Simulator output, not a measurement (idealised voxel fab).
You're looking at the process module voxel air gaps.
Square cells of 5 nm make up the cross-section cut, whose width is 280 nm.
The cross-sections in this document take the form of a grid made of square cells. They are written out as bands, in order from top to bottom. Each band consists of one or more rows of cells. Each band's line starts with the height of the band's top and of its bottom, in nm. Then come its materials from left to right, each with its width in nm. One material with "everywhere" fills the band from edge to edge. "empty" is empty space. Height is counted from the level 0, under which the received wafer is composed throughout of one material. The lowest of the bands is not closed at the bottom but continues downward, in the notation "0 -> down". With a width like "30->40", each row of cells in the band differs from the next by the same amount, the top row carrying the first number and the bottom row the second. "nothing different" after a step means that no cell of the cross-section changed. Any empty space of 8 cells or more lacking an open way to the top shows up in "Sealed-off cavities" as width x height at distance, distance from the left edge, in nm. after a step's settings: what the simulator itself notes on the step. Among the settings permitted on a step's line is "overlay nm"; applied to a step with a mask, it specifies the extent to which the mask lay to the right of its planned position, whereas a negative figure signifies a position to the left.
THE FOLLOWING LIST GIVES THE PLANNED PROCESS STEPS
1 RECEIVE,material Si
2 CONFORMAL_DEP,material SiO2,thk nm 10
3 CONFORMAL_DEP,material SiCN,thk nm 5
4 DIRECTIONAL_DEP,material lowk,thk nm 40
5 DIRECTIONAL_DEP,material aC,thk nm 15
6 PATTERN,tone open,mask id LINES,material resist,width nm 25,pitch nm 50,thk nm 30,overlay nm 0
7 DIRECTIONAL_ETCH,etch materials aC,depth nm 15
8 STRIP,etch materials resist
9 DIRECTIONAL_ETCH,etch materials lowk,depth nm 40
10 STRIP,etch materials aC
11 CONFORMAL_DEP,material TiN,thk nm 5
12 FILL_DEP,material Ru,thk nm 10
13 CMP,height nm 55
14 EPI,material Ru,thk nm 10
15 SELECTIVE_ETCH,etch materials lowk,depth nm 50
16 CONFORMAL_DEP,material SiCN,thk nm 5
WAFER AT RECEIPT (POST STEP 1), CROSS-SECTION
  0 -> down | Si everywhere
  Sealed-off cavities: none
WAFER CROSS-SECTION AT MODULE END: FIRST OF TWO, RUN TO PLAN
  70 -> 65 | empty: 60; SiCN: 155; empty: 65
  65 -> 55 | empty: 60; SiCN: 5; Ru: 45; SiCN: 5; Ru: 45; SiCN: 5; Ru: 45; SiCN: 5; empty: 65
  55 -> 50 | empty: 60; SiCN: 15; TiN: 5; Ru: 15; TiN: 5; SiCN: 25; TiN: 5; Ru: 15; TiN: 5; SiCN: 25; TiN: 5; Ru: 15; TiN: 5; SiCN: 15; empty: 65
  50 -> 20 | empty: 70; SiCN: 5; TiN: 5; Ru: 15; TiN: 5; SiCN: 5; empty: 15; SiCN: 5; TiN: 5; Ru: 15; TiN: 5; SiCN: 5; empty: 15; SiCN: 5; TiN: 5; Ru: 15; TiN: 5; SiCN: 5; empty: 75
  20 -> 15 | SiCN: 75; TiN: 25; SiCN: 25; TiN: 25; SiCN: 25; TiN: 25; SiCN: 80
  15 -> 10 | SiCN everywhere
  10 -> 0 | SiO2 everywhere
  0 -> down | Si everywhere
  Sealed-off cavities: 15 x 30 at 105; 15 x 30 at 155
SECOND OF TWO WAFERS, MODULE COMPLETE, SECTIONED: IT SHARES THE FIRST WAFER'S START AND PLAN BUT WAS RUN WITH ONE MISTAKE
  70 -> 65 | SiCN everywhere
  65 -> 55 | Ru everywhere
  55 -> 50 | TiN: 80; Ru: 15; TiN: 35; Ru: 15; TiN: 35; Ru: 15; TiN: 85
  50 -> 15 | lowk: 75; TiN: 5; Ru: 15; TiN: 5; lowk: 25; TiN: 5; Ru: 15; TiN: 5; lowk: 25; TiN: 5; Ru: 15; TiN: 5; lowk: 80
  15 -> 10 | lowk: 75; TiN: 25; lowk: 25; TiN: 25; lowk: 25; TiN: 25; lowk: 80
  10 -> 0 | SiO2 everywhere
  0 -> down | Si everywhere
  Sealed-off cavities: none
Deviation from plan: step 3 in the plan did not get run; it was skipped
Wafer comparison, final, in cells, second relative to first, materials more or fewer: Ru +67 | SiCN -132 | TiN +47 | lowk +328
Long story short, the first wafer ends with 2 closed voids and the second one with 0.
